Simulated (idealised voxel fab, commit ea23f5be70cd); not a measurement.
process module | voxel double patterning
cross-section cut | 265 nm wide | cells 5 nm
A cross-section is a grid of square cells, given in bands from the top down. A band is one or more rows of cells.
Each band's line starts with the height of the band's top and of its bottom, in nm. Then come its materials from left to right, each with its width in nm. One material with "throughout" fills the band from edge to edge. "air" is empty space.
Height 0 is the level under which the wafer as received is all one material. The lowest band goes on downwards, as in "0 down".
A width such as "30 to 40" changes by the same amount from each row of cells to the next, from the band's top row to its bottom row.
"no change" after a step means that no cell of the cross-section changed.
closed voids: empty space of 8 cells or more with no open way to the top, each as width x height at its distance from the left edge, in nm
after a step's settings: what the simulator itself notes on the step
overlay nm, on a step with a mask: how far to the right of its planned place the mask lay; to the left if negative
plan
1 op RECEIVE | material Si
2 op CONFORMAL_DEP | material SiO2 | thk nm 10
3 op DIRECTIONAL_DEP | material W | thk nm 15
4 op DIRECTIONAL_DEP | material SiCN | thk nm 10
5 op MASKED_ETCH | tone open | mask id FIRST | width nm 15 | pitch nm 50 | etch materials SiCN | depth nm 10 | overlay nm 0
6 op PATTERN | tone open | mask id SECOND | material resist | width nm 15 | thk nm 15 | overlay nm 0
7 op DIRECTIONAL_ETCH | etch materials SiCN | depth nm 10
8 op STRIP | etch materials resist
9 op DIRECTIONAL_ETCH | etch materials W | depth nm 15
10 op STRIP | etch materials SiCN
as received, after step 1
  0 down: Si throughout
  closed voids: none
a wafer at the end: this start, this plan, one mistake
  25 to 10: air 100 | W 15 | air 35 | W 15 | air 100
  10 to 0: SiO2 throughout
  0 down: Si throughout
  closed voids: none
what went wrong: step 5 ran as: op MASKED_ETCH | tone cover | mask id FIRST | width nm 15 | pitch nm 50 | etch materials SiCN | depth nm 10 | overlay nm 0
